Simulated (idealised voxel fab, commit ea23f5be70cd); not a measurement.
This section sets out a process module, namely voxel wiring stack.
Displayed cross-section: cut, width of 190 nm, square cells sized 5 nm.
Cross-section = grid of square cells, listed top down in bands; band = one or more rows. Heights first: top, then bottom, in nm. Then materials, left to right, each with a width in nm. "all across" on a single material: fills the band edge to edge. "empty": empty space. Heights from 0 (as-received wafer is one material below). Bottom band endless downward, as "0 and below". It should be noted that a width expressed as "30->40" varies in equal increments from row to row of cells within the band, taking the value of the first number at the top row and that of the second number at the bottom row. Any step labelled "same as before" changed none of the cells in the cross-section. Completely enclosed voids: empty space of 8 cells or more with no open way to the top, each as width x height at its distance from the left edge, in nm. Heads up: the bit after the settings on a step's line is the simulator's remark on that step. For masked steps, "overlay nm" on the step line gives how far right of plan the mask actually lay; a minus sign means it lay to the left.

[Process steps foreseen in the plan]
1. RECEIVE | material Si
2. CONFORMAL_DEP | material SiO2 | thk nm 15
3. CONFORMAL_DEP | material SiN | thk nm 5
4. DIRECTIONAL_DEP | material SiO2 | thk nm 20
5. PATTERN | tone open | mask id METAL_1 | material resist | width nm 25 | pitch nm 40 | thk nm 20 | overlay nm 0
6. DIRECTIONAL_ETCH | etch materials SiO2 | depth nm 20
7. DIRECTIONAL_ETCH | etch materials SiN | depth nm 5
8. STRIP | etch materials resist
9. CONFORMAL_DEP | material TiN | thk nm 5
10. FILL_DEP | material W | thk nm 5
11. CMP | height nm 40
12. EPI | material Ru | thk nm 5
13. FILL_DEP | material SiCN | thk nm 5
14. DIRECTIONAL_DEP | material SiO2 | thk nm 30
15. DIRECTIONAL_DEP | material aC | thk nm 10
16. PATTERN | tone open | mask id METAL_2 | material resist | width nm 25 | pitch nm 40 | thk nm 30 | overlay nm 0
17. DIRECTIONAL_ETCH | etch materials aC | depth nm 10
18. STRIP | etch materials resist
19. DIRECTIONAL_ETCH | etch materials SiO2 | depth nm 15
20. STRIP | etch materials aC
21. PATTERN | tone open | mask id METAL_2_HOLES | material resist | width nm 15 | thk nm 15 | overlay nm 0
22. DIRECTIONAL_ETCH | etch materials SiO2 | depth nm 15
23. DIRECTIONAL_ETCH | etch materials SiCN | depth nm 5
24. STRIP | etch materials resist
25. CONFORMAL_DEP | material TiN | thk nm 5
26. FILL_DEP | material Ru | thk nm 10
27. CMP | height nm 80
28. CONFORMAL_DEP | material SiCN | thk nm 5
29. DIRECTIONAL_DEP | material SiO2 | thk nm 15
30. DIRECTIONAL_DEP | material aC | thk nm 15
31. PATTERN | tone open | mask id PLUG_2 | material resist | width nm 15 | thk nm 35 | overlay nm 0
32. DIRECTIONAL_ETCH | etch materials aC | depth nm 15
33. STRIP | etch materials resist
34. DIRECTIONAL_ETCH | etch materials SiO2 | depth nm 15
35. DIRECTIONAL_ETCH | etch materials SiCN | depth nm 5
36. STRIP | etch materials aC
37. CONFORMAL_DEP | material TiN | thk nm 5
38. FILL_DEP | material Ru | thk nm 5
39. CMP | height nm 100
40. DIRECTIONAL_DEP | material TiN | thk nm 5
41. DIRECTIONAL_DEP | material W | thk nm 20
42. PATTERN | tone cover | mask id METAL_3 | material resist | width nm 25 | pitch nm 40 | thk nm 20 | overlay nm 0
43. DIRECTIONAL_ETCH | etch materials W | depth nm 20
44. DIRECTIONAL_ETCH | etch materials TiN | depth nm 5
45. STRIP | etch materials resist
46. CONFORMAL_DEP | material SiN | thk nm 5
47. FILL_DEP | material SiO2 | thk nm 5
48. CMP | height nm 125
49. CONFORMAL_DEP | material SiCN | thk nm 5
For clarity, it should be stated that the wafers under discussion commence in an identical condition and differ with respect to the width nm of step 21, the plan indicating the value that the first wafer had.

[First of several wafers (as received, post step 1), cross-sectional view]
- 0 and below: Si all across
- Completely enclosed voids: none

[The rows of the table below are wafers. Looking at the end of the module, a row counts, for every material, the cells the wafer has gained, shown as (+), or lost, shown as (-), since it was received; its closed voids come next]
width nm 15; +33 Ru; +132 SiCN; +72 SiN; +616 SiO2; +71 TiN; +64 W; Completely enclosed voids: none
width nm 20; +37 Ru; +131 SiCN; +72 SiN; +613 SiO2; +71 TiN; +64 W; Completely enclosed voids: none
width nm 25; +39 Ru; +131 SiCN; +72 SiN; +610 SiO2; +72 TiN; +64 W; Completely enclosed voids: none
width nm 30; +43 Ru; +130 SiCN; +72 SiN; +607 SiO2; +72 TiN; +64 W; Completely enclosed voids: none
